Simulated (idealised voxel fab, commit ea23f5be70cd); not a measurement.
The following process module bears the name voxel wiring stack.
Square cell edge 5 nm, section width 200 nm, ID cut.
A cross-section is written here as square cells arranged in a grid, and it is given in bands from the top down, each band taking up one or more rows of cells.
Read a band's entry like this: the first values are the height of its top and the height of its bottom in nm, and what follows is the sequence of materials from left to right, each with its width in nm. Note that "empty" is empty space, and that a single material marked "everywhere" reaches across the band from edge to edge.
Counting heights begins at 0, where everything beneath is, in the wafer as received, one material. The lowest band has no bottom; it goes on downwards, as "0 nm and below" shows.
Read "30 to 40" as a graded width: first number on top, second number at the bottom, same change between each pair of neighbouring rows.
"no modifications" for a step: no cell of the cross-section changed in that step.
The list in "Closed internal cavities" covers empty spaces of 8 cells or more that cannot reach the top through any open way, and it gives each as width x height at distance; the distance is from the left edge, and width, height and distance are in nm.
after a step's settings: what the simulator itself notes on the step
The optional step-line setting "overlay nm" applies to steps with a mask and quantifies how far to the right of its planned location the mask lay, a negative value indicating leftward placement.

### Below is the list of planned process steps
1) RECEIVE | material Si
2) CONFORMAL_DEP | material SiO2 | thk nm 15
3) DIRECTIONAL_DEP | material TiN | thk nm 5
4) DIRECTIONAL_DEP | material Ru | thk nm 15
5) MASKED_ETCH | tone cover | mask id METAL_1 | width nm 25 | pitch nm 50 | etch materials Ru | depth nm 15 | overlay nm 0
6) MASKED_ETCH | tone cover | mask id METAL_1 | width nm 25 | pitch nm 50 | etch materials TiN | depth nm 5 | overlay nm 0
7) CONFORMAL_DEP | material SiCN | thk nm 5
8) FILL_DEP | material SiO2 | thk nm 5
9) CMP | height nm 35
10) CONFORMAL_DEP | material SiCN | thk nm 5
11) DIRECTIONAL_DEP | material SiO2 | thk nm 20
12) DIRECTIONAL_DEP | material aC | thk nm 10
13) PATTERN | tone open | mask id PLUG_1 | material resist | width nm 15 | pitch nm 50 | thk nm 25 | overlay nm 0
14) DIRECTIONAL_ETCH | etch materials aC | depth nm 10
15) STRIP | etch materials resist
16) DIRECTIONAL_ETCH | etch materials SiO2 | depth nm 20
17) DIRECTIONAL_ETCH | etch materials SiCN | depth nm 5
18) STRIP | etch materials aC
19) EPI | material Ru | thk nm 10
20) EPI | material Ru | thk nm 10
21) EPI | material Ru | thk nm 5
22) DIRECTIONAL_DEP | material TiN | thk nm 5
23) DIRECTIONAL_DEP | material Ru | thk nm 20
24) MASKED_ETCH | tone cover | mask id METAL_2 | width nm 25 | pitch nm 50 | etch materials Ru | depth nm 20 | overlay nm 0
25) MASKED_ETCH | tone cover | mask id METAL_2 | width nm 25 | pitch nm 50 | etch materials TiN | depth nm 5 | overlay nm 0
26) CONFORMAL_DEP | material SiN | thk nm 5
27) FILL_DEP | material SiO2 | thk nm 10
28) CMP | height nm 85
29) CONFORMAL_DEP | material SiCN | thk nm 5
30) DIRECTIONAL_DEP | material lowk | thk nm 15
31) PATTERN | tone open | mask id PLUG_2 | material resist | width nm 15 | thk nm 15 | overlay nm 0
32) DIRECTIONAL_ETCH | etch materials lowk | depth nm 15
33) DIRECTIONAL_ETCH | etch materials SiCN | depth nm 5
34) STRIP | etch materials resist
35) CONFORMAL_DEP | material TiN | thk nm 5
36) FILL_DEP | material Cu | thk nm 10
37) CMP | height nm 105
38) DIRECTIONAL_DEP | material TiN | thk nm 5
39) DIRECTIONAL_DEP | material Ru | thk nm 15
40) MASKED_ETCH | tone cover | mask id METAL_3 | width nm 25 | pitch nm 50 | etch materials Ru | depth nm 15 | overlay nm 0
41) MASKED_ETCH | tone cover | mask id METAL_3 | width nm 25 | pitch nm 50 | etch materials TiN | depth nm 5 | overlay nm 0
42) CONFORMAL_DEP | material SiCN | thk nm 5
43) FILL_DEP | material lowk | thk nm 10
44) CMP | height nm 125
45) CONFORMAL_DEP | material SiCN | thk nm 5

### First of the two wafers, run per plan

### Cross-section of the incoming wafer, state after step 1
	0 nm and below = Si everywhere
	Closed internal cavities: none

### Cross-section: wafer state after step 2
	15 nm to 0 nm = SiO2 everywhere
	Under 0: no change, same as before.

### Cross-section: wafer state after step 3
	20 nm to 15 nm = TiN everywhere
	Under 15: no change, same as before.

### Cross-section: wafer state after step 4
	35 nm to 20 nm = Ru everywhere
	Under 20: no change, same as before.

### Cross-section: wafer state after step 5
	35 nm to 20 nm = empty 60 | Ru 25 | empty 25 | Ru 25 | empty 65
	Under 20: no change, same as before.

### Cross-section: wafer state after step 6
	35 nm to 20 nm = empty 60 | Ru 25 | empty 25 | Ru 25 | empty 65
	20 nm to 15 nm = empty 60 | TiN 25 | empty 25 | TiN 25 | empty 65
	Under 15: no change, same as before.

### Cross-section: wafer state after step 7
	40 nm to 35 nm = empty 55 | SiCN 35 | empty 15 | SiCN 35 | empty 60
	35 nm to 20 nm = empty 55 | SiCN 5 | Ru 25 | SiCN 5 | empty 15 | SiCN 5 | Ru 25 | SiCN 5 | empty 60
	20 nm to 15 nm = SiCN 60 | TiN 25 | SiCN 25 | TiN 25 | SiCN 65
	Under 15: no change, same as before.

### Cross-section: wafer state after step 8
	45 nm to 40 nm = SiO2 everywhere
	40 nm to 35 nm = SiO2 55 | SiCN 35 | SiO2 15 | SiCN 35 | SiO2 60
	35 nm to 20 nm = SiO2 55 | SiCN 5 | Ru 25 | SiCN 5 | SiO2 15 | SiCN 5 | Ru 25 | SiCN 5 | SiO2 60
	Under 20: no change, same as before.

### Cross-section: wafer state after step 9
	35 nm to 20 nm = SiO2 55 | SiCN 5 | Ru 25 | SiCN 5 | SiO2 15 | SiCN 5 | Ru 25 | SiCN 5 | SiO2 60
	Under 20: no change, same as before.

### Cross-section: wafer state after step 10
	40 nm to 35 nm = SiCN everywhere
	Under 35: no change, same as before.

### Cross-section: wafer state after step 11
	60 nm to 40 nm = SiO2 everywhere
	Under 40: no change, same as before.

### Cross-section: wafer state after step 12
	70 nm to 60 nm = aC everywhere
	Under 60: no change, same as before.

### Cross-section: wafer state after step 13
	95 nm to 70 nm = resist 60 | empty 15 | resist 35 | empty 15 | resist 75
	Under 70: no change, same as before.

### Cross-section: wafer state after step 14
	85 nm to 70 nm = resist 60 | empty 15 | resist 35 | empty 15 | resist 75
	70 nm to 60 nm = aC 60 | empty 15 | aC 35 | empty 15 | aC 75
	Under 60: no change, same as before.

### Cross-section: wafer state after step 15
	70 nm to 60 nm = aC 60 | empty 15 | aC 35 | empty 15 | aC 75
	Under 60: no change, same as before.

### Cross-section: wafer state after step 16
	70 nm to 60 nm = aC 60 | empty 15 | aC 35 | empty 15 | aC 75
	60 nm to 40 nm = SiO2 60 | empty 15 | SiO2 35 | empty 15 | SiO2 75
	Under 40: no change, same as before.

### Cross-section: wafer state after step 17
	70 nm to 60 nm = aC 60 | empty 15 | aC 35 | empty 15 | aC 75
	60 nm to 40 nm = SiO2 60 | empty 15 | SiO2 35 | empty 15 | SiO2 75
	40 nm to 35 nm = SiCN 60 | empty 15 | SiCN 35 | empty 15 | SiCN 75
	Under 35: no change, same as before.

### Cross-section: wafer state after step 18
	60 nm to 40 nm = SiO2 60 | empty 15 | SiO2 35 | empty 15 | SiO2 75
	Under 40: no change, same as before.

### Cross-section: wafer state after step 19
	60 nm to 45 nm = SiO2 60 | empty 15 | SiO2 35 | empty 15 | SiO2 75
	45 nm to 40 nm = SiO2 60 | Ru 15 | SiO2 35 | Ru 15 | SiO2 75
	40 nm to 35 nm = SiCN 60 | Ru 15 | SiCN 35 | Ru 15 | SiCN 75
	Under 35: no change, same as before.

### Cross-section: wafer state after step 20
	60 nm to 55 nm = SiO2 60 | empty 15 | SiO2 35 | empty 15 | SiO2 75
	55 nm to 40 nm = SiO2 60 | Ru 15 | SiO2 35 | Ru 15 | SiO2 75
	Under 40: no change, same as before.

### Cross-section: wafer state after step 21
	60 nm to 40 nm = SiO2 60 | Ru 15 | SiO2 35 | Ru 15 | SiO2 75
	Under 40: no change, same as before.

### Cross-section: wafer state after step 22
	65 nm to 60 nm = TiN everywhere
	Under 60: no change, same as before.

### Cross-section: wafer state after step 23
	85 nm to 65 nm = Ru everywhere
	Under 65: no change, same as before.

### Cross-section: wafer state after step 24
	85 nm to 65 nm = empty 60 | Ru 25 | empty 25 | Ru 25 | empty 65
	Under 65: no change, same as before.

### Cross-section: wafer state after step 25
	85 nm to 65 nm = empty 60 | Ru 25 | empty 25 | Ru 25 | empty 65
	65 nm to 60 nm = empty 60 | TiN 25 | empty 25 | TiN 25 | empty 65
	Under 60: no change, same as before.

### Cross-section: wafer state after step 26
	90 nm to 85 nm = empty 55 | SiN 35 | empty 15 | SiN 35 | empty 60
	85 nm to 65 nm = empty 55 | SiN 5 | Ru 25 | SiN 5 | empty 15 | SiN 5 | Ru 25 | SiN 5 | empty 60
	65 nm to 60 nm = SiN 60 | TiN 25 | SiN 25 | TiN 25 | SiN 65
	Under 60: no change, same as before.

### Cross-section: wafer state after step 27
	100 nm to 90 nm = SiO2 everywhere
	90 nm to 85 nm = SiO2 55 | SiN 35 | SiO2 15 | SiN 35 | SiO2 60
	85 nm to 65 nm = SiO2 55 | SiN 5 | Ru 25 | SiN 5 | SiO2 15 | SiN 5 | Ru 25 | SiN 5 | SiO2 60
	Under 65: no change, same as before.

### Cross-section: wafer state after step 28
	85 nm to 65 nm = SiO2 55 | SiN 5 | Ru 25 | SiN 5 | SiO2 15 | SiN 5 | Ru 25 | SiN 5 | SiO2 60
	Under 65: no change, same as before.

### Cross-section: wafer state after step 29
	90 nm to 85 nm = SiCN everywhere
	Under 85: no change, same as before.

### Cross-section: wafer state after step 30
	105 nm to 90 nm = lowk everywhere
	Under 90: no change, same as before.

### Cross-section: wafer state after step 31
	120 nm to 105 nm = resist 60 | empty 15 | resist 125
	Under 105: no change, same as before.

### Cross-section: wafer state after step 32
	120 nm to 105 nm = resist 60 | empty 15 | resist 125
	105 nm to 90 nm = lowk 60 | empty 15 | lowk 125
	Under 90: no change, same as before.

### Cross-section: wafer state after step 33
	120 nm to 105 nm = resist 60 | empty 15 | resist 125
	105 nm to 90 nm = lowk 60 | empty 15 | lowk 125
	90 nm to 85 nm = SiCN 60 | empty 15 | SiCN 125
	Under 85: no change, same as before.

### Cross-section: wafer state after step 34
	105 nm to 90 nm = lowk 60 | empty 15 | lowk 125
	Under 90: no change, same as before.

### Cross-section: wafer state after step 35
	110 nm to 105 nm = TiN 65 | empty 5 | TiN 130
	105 nm to 90 nm = lowk 60 | TiN 5 | empty 5 | TiN 5 | lowk 125
	90 nm to 85 nm = SiCN 60 | TiN 15 | SiCN 125
	Under 85: no change, same as before.

### Cross-section: wafer state after step 36
	120 nm to 110 nm = Cu everywhere
	110 nm to 105 nm = TiN 65 | Cu 5 | TiN 130
	105 nm to 90 nm = lowk 60 | TiN 5 | Cu 5 | TiN 5 | lowk 125
	Under 90: no change, same as before.

### Cross-section: wafer state after step 37
	105 nm to 90 nm = lowk 60 | TiN 5 | Cu 5 | TiN 5 | lowk 125
	Under 90: no change, same as before.

### Cross-section: wafer state after step 38
	110 nm to 105 nm = TiN everywhere
	Under 105: no change, same as before.

### Cross-section: wafer state after step 39
	125 nm to 110 nm = Ru everywhere
	Under 110: no change, same as before.

### Cross-section: wafer state after step 40
	125 nm to 110 nm = empty 60 | Ru 25 | empty 25 | Ru 25 | empty 65
	Under 110: no change, same as before.

### Cross-section: wafer state after step 41
	125 nm to 110 nm = empty 60 | Ru 25 | empty 25 | Ru 25 | empty 65
	110 nm to 105 nm = empty 60 | TiN 25 | empty 25 | TiN 25 | empty 65
	Under 105: no change, same as before.

### Cross-section: wafer state after step 42
	130 nm to 125 nm = empty 55 | SiCN 35 | empty 15 | SiCN 35 | empty 60
	125 nm to 110 nm = empty 55 | SiCN 5 | Ru 25 | SiCN 5 | empty 15 | SiCN 5 | Ru 25 | SiCN 5 | empty 60
	110 nm to 105 nm = SiCN 60 | TiN 25 | SiCN 25 | TiN 25 | SiCN 65
	Under 105: no change, same as before.

### Cross-section: wafer state after step 43
	140 nm to 130 nm = lowk everywhere
	130 nm to 125 nm = lowk 55 | SiCN 35 | lowk 15 | SiCN 35 | lowk 60
	125 nm to 110 nm = lowk 55 | SiCN 5 | Ru 25 | SiCN 5 | lowk 15 | SiCN 5 | Ru 25 | SiCN 5 | lowk 60
	Under 110: no change, same as before.

### Cross-section: wafer state after step 44
	125 nm to 110 nm = lowk 55 | SiCN 5 | Ru 25 | SiCN 5 | lowk 15 | SiCN 5 | Ru 25 | SiCN 5 | lowk 60
	Under 110: no change, same as before.

### Cross-section: wafer state after step 45
	130 nm to 125 nm = SiCN everywhere
	Under 125: no change, same as before.

### Wafer two of two - same starting point, same process plan, one mistake in execution; matches wafer one up to and including step 24

### The second wafer in cross-section, at the planned close of step 25
	85 nm to 65 nm = empty 60 | Ru 25 | empty 25 | Ru 25 | empty 65
	65 nm to 60 nm = empty 60 | TiN 35 | empty 15 | TiN 35 | empty 55
	Under 60: no change, same as before.

### The second wafer in cross-section, at the planned close of step 26
	90 nm to 85 nm = empty 55 | SiN 35 | empty 15 | SiN 35 | empty 60
	85 nm to 70 nm = empty 55 | SiN 5 | Ru 25 | SiN 5 | empty 15 | SiN 5 | Ru 25 | SiN 5 | empty 60
	70 nm to 65 nm = empty 55 | SiN 5 | Ru 25 | SiN 15 | empty 5 | SiN 5 | Ru 25 | SiN 15 | empty 50
	65 nm to 60 nm = SiN 60 | TiN 35 | SiN 15 | TiN 35 | SiN 55
	Under 60: no change, same as before.

### The second wafer in cross-section, at the planned close of step 27
	100 nm to 90 nm = SiO2 everywhere
	90 nm to 85 nm = SiO2 55 | SiN 35 | SiO2 15 | SiN 35 | SiO2 60
	85 nm to 70 nm = SiO2 55 | SiN 5 | Ru 25 | SiN 5 | SiO2 15 | SiN 5 | Ru 25 | SiN 5 | SiO2 60
	70 nm to 65 nm = SiO2 55 | SiN 5 | Ru 25 | SiN 15 | SiO2 5 | SiN 5 | Ru 25 | SiN 15 | SiO2 50
	Under 65: no change, same as before.

### The second wafer in cross-section, at the planned close of step 28
	85 nm to 70 nm = SiO2 55 | SiN 5 | Ru 25 | SiN 5 | SiO2 15 | SiN 5 | Ru 25 | SiN 5 | SiO2 60
	Under 70: no change, same as before.

### The second wafer in cross-section, at the planned close of step 29
	90 nm to 85 nm = SiCN everywhere
	Under 85: no change, same as before.

### The second wafer in cross-section, at the planned close of step 30
	105 nm to 90 nm = lowk everywhere
	Under 90: no change, same as before.

### The second wafer in cross-section, at the planned close of step 31
	120 nm to 105 nm = resist 60 | empty 15 | resist 125
	Under 105: no change, same as before.

### The second wafer in cross-section, at the planned close of step 32
	120 nm to 105 nm = resist 60 | empty 15 | resist 125
	105 nm to 90 nm = lowk 60 | empty 15 | lowk 125
	Under 90: no change, same as before.

### The second wafer in cross-section, at the planned close of step 33
	120 nm to 105 nm = resist 60 | empty 15 | resist 125
	105 nm to 90 nm = lowk 60 | empty 15 | lowk 125
	90 nm to 85 nm = SiCN 60 | empty 15 | SiCN 125
	Under 85: no change, same as before.

### The second wafer in cross-section, at the planned close of step 34
	105 nm to 90 nm = lowk 60 | empty 15 | lowk 125
	Under 90: no change, same as before.

### The second wafer in cross-section, at the planned close of step 35
	110 nm to 105 nm = TiN 65 | empty 5 | TiN 130
	105 nm to 90 nm = lowk 60 | TiN 5 | empty 5 | TiN 5 | lowk 125
	90 nm to 85 nm = SiCN 60 | TiN 15 | SiCN 125
	Under 85: no change, same as before.

### The second wafer in cross-section, at the planned close of step 36
	120 nm to 110 nm = Cu everywhere
	110 nm to 105 nm = TiN 65 | Cu 5 | TiN 130
	105 nm to 90 nm = lowk 60 | TiN 5 | Cu 5 | TiN 5 | lowk 125
	Under 90: no change, same as before.

### The second wafer in cross-section, at the planned close of step 37
	105 nm to 90 nm = lowk 60 | TiN 5 | Cu 5 | TiN 5 | lowk 125
	Under 90: no change, same as before.

### The second wafer in cross-section, at the planned close of step 38
	110 nm to 105 nm = TiN everywhere
	Under 105: no change, same as before.

### The second wafer in cross-section, at the planned close of step 39
	125 nm to 110 nm = Ru everywhere
	Under 110: no change, same as before.

### The second wafer in cross-section, at the planned close of step 40
	125 nm to 110 nm = empty 60 | Ru 25 | empty 25 | Ru 25 | empty 65
	Under 110: no change, same as before.

### The second wafer in cross-section, at the planned close of step 41
	125 nm to 110 nm = empty 60 | Ru 25 | empty 25 | Ru 25 | empty 65
	110 nm to 105 nm = empty 60 | TiN 25 | empty 25 | TiN 25 | empty 65
	Under 105: no change, same as before.

### The second wafer in cross-section, at the planned close of step 42
	130 nm to 125 nm = empty 55 | SiCN 35 | empty 15 | SiCN 35 | empty 60
	125 nm to 110 nm = empty 55 | SiCN 5 | Ru 25 | SiCN 5 | empty 15 | SiCN 5 | Ru 25 | SiCN 5 | empty 60
	110 nm to 105 nm = SiCN 60 | TiN 25 | SiCN 25 | TiN 25 | SiCN 65
	Under 105: no change, same as before.

### The second wafer in cross-section, at the planned close of step 43
	140 nm to 130 nm = lowk everywhere
	130 nm to 125 nm = lowk 55 | SiCN 35 | lowk 15 | SiCN 35 | lowk 60
	125 nm to 110 nm = lowk 55 | SiCN 5 | Ru 25 | SiCN 5 | lowk 15 | SiCN 5 | Ru 25 | SiCN 5 | lowk 60
	Under 110: no change, same as before.

### The second wafer in cross-section, at the planned close of step 44
	125 nm to 110 nm = lowk 55 | SiCN 5 | Ru 25 | SiCN 5 | lowk 15 | SiCN 5 | Ru 25 | SiCN 5 | lowk 60
	Under 110: no change, same as before.

### The second wafer in cross-section, at the planned close of step 45
	130 nm to 125 nm = SiCN everywhere
	Under 125: no change, same as before.
Deviation noted in wafer processing: step 25 changed vs plan, executed as MASKED_ETCH | tone cover | mask id METAL_2 | width nm 25 | pitch nm 50 | etch materials TiN | depth nm 5 | overlay nm 10
Looking at both finished wafers in cells, the second ends up ahead of or behind the first on some materials: -4 SiO2 | +4 TiN
